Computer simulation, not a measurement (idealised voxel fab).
Documented hereafter: the process module known as voxel wiring stack.
The width of the displayed cross-section, cut, is 235 nm; its cells are square, with a size of 5 nm.
Format of a cross-section: grid, square cells. Given as bands. Order: top down. Band: one or more rows of cells.
In this notation a band is specified by the heights of its top and bottom, in that order and in nm, after which its materials appear from left to right, each paired with its width in nm. The word "all across" attached to a single material means that material fills the band from edge to edge; the word "air" stands for empty space.
Zero point of the height axis is 0; under it, received wafer = one material. Lowest band: continues down indefinitely, "0 -> down".
The width entry "30..40" should be interpreted row by row: the top row of cells in the band takes the first number, the bottom row takes the second number, and the change between adjacent rows is uniform throughout.
Where the words "no modification" appear for a step, the cross-section shows no cell changed by that step; every cell remained as before.
Empty spaces counting at least 8 cells and having no open way to the top are listed in "Sealed voids". The notation width x height at distance is used for each, the distance being from the left edge and all three values in nm.
It should be noted that, on the line of a given step, the content following the step's settings is a remark produced by the simulator itself with respect to that step.
The "overlay nm" setting may appear on a step's line; for a step that uses a mask, it gives how far to the right of its planned position the mask lay, and a negative value indicates the left.
plan:
| 1 | RECEIVE | material Si |
| 2 | CONFORMAL_DEP | material SiO2 | thk nm 10 |
| 3 | CONFORMAL_DEP | material SiCN | thk nm 5 |
| 4 | DIRECTIONAL_DEP | material lowk | thk nm 20 |
| 5 | DIRECTIONAL_DEP | material aC | thk nm 10 |
| 6 | PATTERN | tone open | mask id METAL_1 | material resist | width nm 20 | pitch nm 40 | thk nm 30 | overlay nm 0 |
| 7 | DIRECTIONAL_ETCH | etch materials aC | depth nm 10 |
| 8 | STRIP | etch materials resist |
| 9 | DIRECTIONAL_ETCH | etch materials lowk | depth nm 20 |
| 10 | DIRECTIONAL_ETCH | etch materials SiCN | depth nm 5 |
| 11 | STRIP | etch materials aC |
| 12 | CONFORMAL_DEP | material TiN | thk nm 5 |
| 13 | FILL_DEP | material Cu | thk nm 5 |
| 14 | CMP | height nm 35 |
| 15 | CONFORMAL_DEP | material SiCN | thk nm 5 |
| 16 | DIRECTIONAL_DEP | material lowk | thk nm 30 |
| 17 | MASKED_ETCH | tone open | mask id METAL_2_HOLES | width nm 15 | pitch nm 40 | etch materials lowk | depth nm 30 | overlay nm 0 |
| 18 | MASKED_ETCH | tone open | mask id METAL_2 | width nm 20 | pitch nm 40 | etch materials lowk | depth nm 20 | overlay nm 0 |
| 19 | MASKED_ETCH | tone open | mask id METAL_2 | width nm 20 | pitch nm 40 | etch materials SiCN | depth nm 5 | overlay nm 0 |
| 20 | CONFORMAL_DEP | material TiN | thk nm 5 |
| 21 | FILL_DEP | material Ru | thk nm 10 |
| 22 | CMP | height nm 70 |
| 23 | CONFORMAL_DEP | material SiCN | thk nm 5 |
Wafer at receipt (post step 1), cross-section:
* 0 -> down | Si all across
* Sealed voids: none
What the wafer looks like in cross-section after this module, when it starts as shown above and follows the plan above but one mistake is made in running it:
* 85 -> 70 | SiCN all across
* 70 -> 55 | 85 of lowk; 5 of TiN; 10 of Ru; 5 of TiN; 20 of lowk; 5 of TiN; 10 of Ru; 5 of TiN; 90 of lowk
* 55 -> 50 | 85 of lowk; 5 of TiN; 5 of Ru; 10 of TiN; 20 of lowk; 5 of TiN; 5 of Ru; 10 of TiN; 90 of lowk
* 50 -> 40 | 85 of lowk; 5 of TiN; 5 of Ru; 5 of TiN; 25 of lowk; 5 of TiN; 5 of Ru; 5 of TiN; 95 of lowk
* 40 -> 35 | 85 of SiCN; 15 of TiN; 25 of SiCN; 15 of TiN; 95 of SiCN
* 35 -> 15 | 85 of lowk; 5 of TiN; 10 of Cu; 5 of TiN; 20 of lowk; 5 of TiN; 10 of Cu; 5 of TiN; 90 of lowk
* 15 -> 10 | 85 of SiCN; 20 of TiN; 20 of SiCN; 20 of TiN; 90 of SiCN
* 10 -> 0 | SiO2 all across
* 0 -> down | Si all across
* Sealed voids: none
what went wrong: step 23 did not use the planned setting and instead ran as CONFORMAL_DEP | material SiCN | thk nm 15
